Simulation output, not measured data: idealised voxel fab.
Process module name: voxel ribs on slabs
Square cells of 5 nm make up the cross-section cut, whose width is 155 nm.
A cross-section in this document is a grid of square cells, and it is written down as bands, the top band listed before the ones below it; a band is made up of one or more rows of cells. For a band, the entry starts with two heights in nm, that of the top and then that of the bottom, and carries on with the band's materials in order from left to right, each alongside its width in nm; the word "edge to edge" beside a single material means it fills the band edge to edge, and "blank" means empty space. Heights are expressed relative to 0, this being the level below which the as-received wafer comprises one material exclusively. The lowest band is unbounded in the downward direction and is denoted as in "from 0 down". The expression "30 to 40" gives the width at the extremes of the band, the first number at its top row of cells and the second at its bottom row, with the width changing by equal amounts from each row to the next in between. A step reported as "nothing different" is a step in which no cell of the cross-section changed. Closed-off voids of 8+ cells (no open route to the top) go in "Closed void entries", written width x height at distance from the left edge, in nm. Anything after a step's settings on that line? It's the simulator's own note about the step. overlay nm: mask right of planned place by this much (step with mask). Neg. = left.

## Listed below are the process steps as planned
1. op RECEIVE | material Si
2. op DIRECTIONAL_DEP | material SiO2 | thk nm 25
3. op DIRECTIONAL_DEP | material SiN | thk nm 20
4. op PATTERN | tone cover | mask id RIB | material resist | width nm 20 | thk nm 20 | overlay nm 0
5. op DIRECTIONAL_ETCH | etch materials SiN | depth nm 10
6. op STRIP | etch materials resist
7. op MASKED_ETCH | tone cover | mask id SLAB | width nm 60 | etch materials SiN | depth nm 10 | overlay nm 0
8. op FILL_DEP | material SiO2 | thk nm 25
9. op CMP | height nm 60
10. op DIRECTIONAL_DEP | material TiN | thk nm 5
11. op MASKED_ETCH | tone cover | mask id HEATER | width nm 30 | etch materials TiN | depth nm 5 | overlay nm 0
12. op CONFORMAL_DEP | material SiO2 | thk nm 5

## Received-state cross-section, reflecting completion of step 1
- from 0 down = Si edge to edge
- Closed void entries: none

## Wafer cross-section at module end: first of two, run to plan
- from 70 to 65 = blank=55  SiO2=40  blank=60
- from 65 to 60 = SiO2=60  TiN=30  SiO2=65
- from 60 to 45 = SiO2 edge to edge
- from 45 to 35 = SiO2=65  SiN=20  SiO2=70
- from 35 to 25 = SiO2=45  SiN=60  SiO2=50
- from 25 to 0 = SiO2 edge to edge
- from 0 down = Si edge to edge
- Closed void entries: none

## Same start, same plan as the first wafer - but one mistake in the run. Cross-section of the second of the two at the end of the module
- from 70 to 65 = blank=55  SiO2=40  blank=60
- from 65 to 60 = SiO2=60  TiN=30  SiO2=65
- from 60 to 45 = SiO2 edge to edge
- from 45 to 35 = SiO2=55  SiN=20  SiO2=80
- from 35 to 25 = SiO2=45  SiN=60  SiO2=50
- from 25 to 0 = SiO2 edge to edge
- from 0 down = Si edge to edge
- Closed void entries: none
Nonconformance to the process plan: for step 4, the planned setting was not used; the step was instead run as op PATTERN | tone cover | mask id RIB | material resist | width nm 20 | thk nm 20 | overlay nm -10
Tallied in cells, the final second wafer holds each material in the same quantity as the first, although not at the same places.
